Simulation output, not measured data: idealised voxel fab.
This is a process module. Its name is voxel self aligned vias.
Section shown: cut. Width: 225 nm. Cell size: 5 nm, square.
Just so we're on the same page, the cross-sections are grids of square cells, and they're listed out in bands top to bottom, each band one or more rows deep. First you get the band's top height and its bottom height, in nm, and then the materials it's made of, left to right, with each width in nm. If you see a single material with "everywhere", that one covers the band edge to edge. "air" is empty space. Height reference: 0 = level under which incoming wafer is all one material. Lowest band: no bottom, runs on downward, e.g. "0 down". The two numbers in a width such as "30 to 40" mark its ends across the band: the first belongs to the top row of cells, the second to the bottom row, and from each row to the next the width moves by the same amount. It should be understood that the words "no change occurred", when stated for a given step, signify that the cross-section underwent no change in any of its cells during that step. Basically, "Enclosed internal voids" tells you about the enclosed voids: empty spaces with no open way to the top, 8 cells or bigger, each written width x height at distance, where distance is from the left edge, all in nm. Read whatever lies past the settings on a step's line as the simulator's own remark about the step. Each step line may optionally specify "overlay nm", which for a step with a mask gives the rightward distance between the mask's planned place and where it lay, a negative value indicating the leftward direction.
# Process steps foreseen in the plan
- 1: RECEIVE with material Si
- 2: CONFORMAL_DEP with material SiO2, thk nm 15
- 3: CONFORMAL_DEP with material SiCN, thk nm 5
- 4: DIRECTIONAL_DEP with material SiO2, thk nm 20
- 5: PATTERN with tone open, mask id LINES, material resist, width nm 20, pitch nm 50, thk nm 20, overlay nm 0
- 6: DIRECTIONAL_ETCH with etch materials SiO2, depth nm 20
- 7: STRIP with etch materials resist
- 8: CONFORMAL_DEP with material TiN, thk nm 5
- 9: FILL_DEP with material Ru, thk nm 5
- 10: CMP with height nm 40
- 11: SELECTIVE_ETCH with etch materials W Ru TiN, depth nm 5
- 12: FILL_DEP with material SiN, thk nm 5
- 13: CMP with height nm 40
- 14: DIRECTIONAL_DEP with material SiO2, thk nm 15
- 15: DIRECTIONAL_DEP with material aC, thk nm 10
- 16: PATTERN with tone open, mask id VIAS, material resist, width nm 30, pitch nm 50, thk nm 25, overlay nm -15
- 17: DIRECTIONAL_ETCH with etch materials aC, depth nm 10
- 18: STRIP with etch materials resist
- 19: DIRECTIONAL_ETCH with etch materials SiO2, depth nm 15
- 20: DIRECTIONAL_ETCH with etch materials SiN, depth nm 5
- 21: STRIP with etch materials aC
- 22: CONFORMAL_DEP with material TiN, thk nm 5
- 23: FILL_DEP with material Ru, thk nm 5
- 24: CMP with height nm 55
- 25: CONFORMAL_DEP with material SiN, thk nm 5
It is noted that the wafers described herein are identical at the outset and are distinguished by the overlay nm of step 16; the value stated in the plan corresponds to the first wafer.
# The as-received cross-section of the first of several wafers corresponds to the state after step 1
	0 down: Si everywhere
	Enclosed internal voids: none
# After the module's final step, step 25: the first of several wafers in cross-section
	60 to 55: SiN everywhere
	55 to 45: 30 nm SiO2; 5 nm TiN; 20 nm Ru; 5 nm TiN; 20 nm SiO2; 5 nm TiN; 20 nm Ru; 5 nm TiN; 20 nm SiO2; 5 nm TiN; 20 nm Ru; 5 nm TiN; 65 nm SiO2
	45 to 40: 30 nm SiO2; 30 nm TiN; 20 nm SiO2; 30 nm TiN; 20 nm SiO2; 30 nm TiN; 65 nm SiO2
	40 to 35: 50 nm SiO2; 10 nm TiN; 10 nm SiN; 30 nm SiO2; 10 nm TiN; 10 nm SiN; 30 nm SiO2; 10 nm TiN; 10 nm SiN; 55 nm SiO2
	35 to 25: 50 nm SiO2; 5 nm TiN; 10 nm Ru; 5 nm TiN; 30 nm SiO2; 5 nm TiN; 10 nm Ru; 5 nm TiN; 30 nm SiO2; 5 nm TiN; 10 nm Ru; 5 nm TiN; 55 nm SiO2
	25 to 20: 50 nm SiO2; 20 nm TiN; 30 nm SiO2; 20 nm TiN; 30 nm SiO2; 20 nm TiN; 55 nm SiO2
	20 to 15: SiCN everywhere
	15 to 0: SiO2 everywhere
	0 down: Si everywhere
	Enclosed internal voids: none
# Cross-section of the final wafer among several, taken at the end of the module
	60 to 55: SiN everywhere
	55 to 45: 60 nm SiO2; 5 nm TiN; 20 nm Ru; 5 nm TiN; 20 nm SiO2; 5 nm TiN; 20 nm Ru; 5 nm TiN; 20 nm SiO2; 5 nm TiN; 20 nm Ru; 5 nm TiN; 35 nm SiO2
	45 to 40: 60 nm SiO2; 30 nm TiN; 20 nm SiO2; 30 nm TiN; 20 nm SiO2; 30 nm TiN; 35 nm SiO2
	40 to 35: 50 nm SiO2; 10 nm SiN; 10 nm TiN; 30 nm SiO2; 10 nm SiN; 10 nm TiN; 30 nm SiO2; 10 nm SiN; 10 nm TiN; 55 nm SiO2
	35 to 25: 50 nm SiO2; 5 nm TiN; 10 nm Ru; 5 nm TiN; 30 nm SiO2; 5 nm TiN; 10 nm Ru; 5 nm TiN; 30 nm SiO2; 5 nm TiN; 10 nm Ru; 5 nm TiN; 55 nm SiO2
	25 to 20: 50 nm SiO2; 20 nm TiN; 30 nm SiO2; 20 nm TiN; 30 nm SiO2; 20 nm TiN; 55 nm SiO2
	20 to 15: SiCN everywhere
	15 to 0: SiO2 everywhere
	0 down: Si everywhere
	Enclosed internal voids: none
# Quick key for the table: a row per wafer, taken at the end of the module. For each material it tells you how many cells the wafer gained (+) or lost (-) since it came in, and the closed voids come after
overlay nm -15, +36 Ru, +45 SiCN, +51 SiN, +348 SiO2, +60 TiN, Enclosed internal voids: none
overlay nm -10, +39 Ru, +45 SiCN, +48 SiN, +348 SiO2, +60 TiN, Enclosed internal voids: none
overlay nm -5, +42 Ru, +45 SiCN, +45 SiN, +348 SiO2, +60 TiN, Enclosed internal voids: none
overlay nm 0, +42 Ru, +45 SiCN, +45 SiN, +348 SiO2, +60 TiN, Enclosed internal voids: none
overlay nm 5, +42 Ru, +45 SiCN, +45 SiN, +348 SiO2, +60 TiN, Enclosed internal voids: none
overlay nm 10, +39 Ru, +45 SiCN, +48 SiN, +348 SiO2, +60 TiN, Enclosed internal voids: none
overlay nm 15, +36 Ru, +45 SiCN, +51 SiN, +348 SiO2, +60 TiN, Enclosed internal voids: none
